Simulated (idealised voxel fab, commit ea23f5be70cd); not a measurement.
process module | voxel tone inversion
cross-section cut | 255 nm wide | cells 5 nm
A cross-section is a grid of square cells, given in bands from the top down. A band is one or more rows of cells.
Each band's line starts with the height of the band's top and of its bottom, in nm. Then come its materials from left to right, each with its width in nm. One material with "throughout" fills the band from edge to edge. "air" is empty space.
Height 0 is the level under which the wafer as received is all one material. The lowest band goes on downwards, as in "0 down".
A width such as "30 to 40" changes by the same amount from each row of cells to the next, from the band's top row to its bottom row.
"no change" after a step means that no cell of the cross-section changed.
closed voids: empty space of 8 cells or more with no open way to the top, each as width x height at its distance from the left edge, in nm
after a step's settings: what the simulator itself notes on the step
overlay nm, on a step with a mask: how far to the right of its planned place the mask lay; to the left if negative
plan
1 op RECEIVE | material Si
2 op CONFORMAL_DEP | material SiN | thk nm 5
3 op DIRECTIONAL_DEP | material aC | thk nm 20
4 op PATTERN | tone cover | mask id POSTS | material resist | width nm 20 | pitch nm 35 | thk nm 30 | overlay nm 0
5 op DIRECTIONAL_ETCH | etch materials aC | depth nm 20
6 op STRIP | etch materials resist
7 op FILL_DEP | material SiO2 | thk nm 5
8 op CMP | height nm 25
9 op STRIP | etch materials aC
10 op CONFORMAL_DEP | material TiN | thk nm 5
11 op FILL_DEP | material W | thk nm 5
12 op CMP | height nm 25
13 op CONFORMAL_DEP | material SiN | thk nm 5
as received, after step 1
  0 down: Si throughout
  closed voids: none
first wafer at the end, as planned
  30 to 25: SiN throughout
  25 to 10: SiO2 80 | TiN 5 | W 10 | TiN 5 | SiO2 15 | TiN 5 | W 10 | TiN 5 | SiO2 15 | TiN 5 | W 10 | TiN 5 | SiO2 85
  10 to 5: SiO2 80 | TiN 20 | SiO2 15 | TiN 20 | SiO2 15 | TiN 20 | SiO2 85
  5 to 0: SiN throughout
  0 down: Si throughout
  closed voids: none
second wafer at the end: like start, like plan, one mistake
  30 to 20: SiN throughout
  20 to 0: aC throughout
  0 down: Si throughout
  closed voids: none
what went wrong: steps 2 and 3 were swapped
at the end the second wafer has, in cells: 156 fewer of SiO2 | 30 fewer of TiN | 18 fewer of W | 204 more of aC
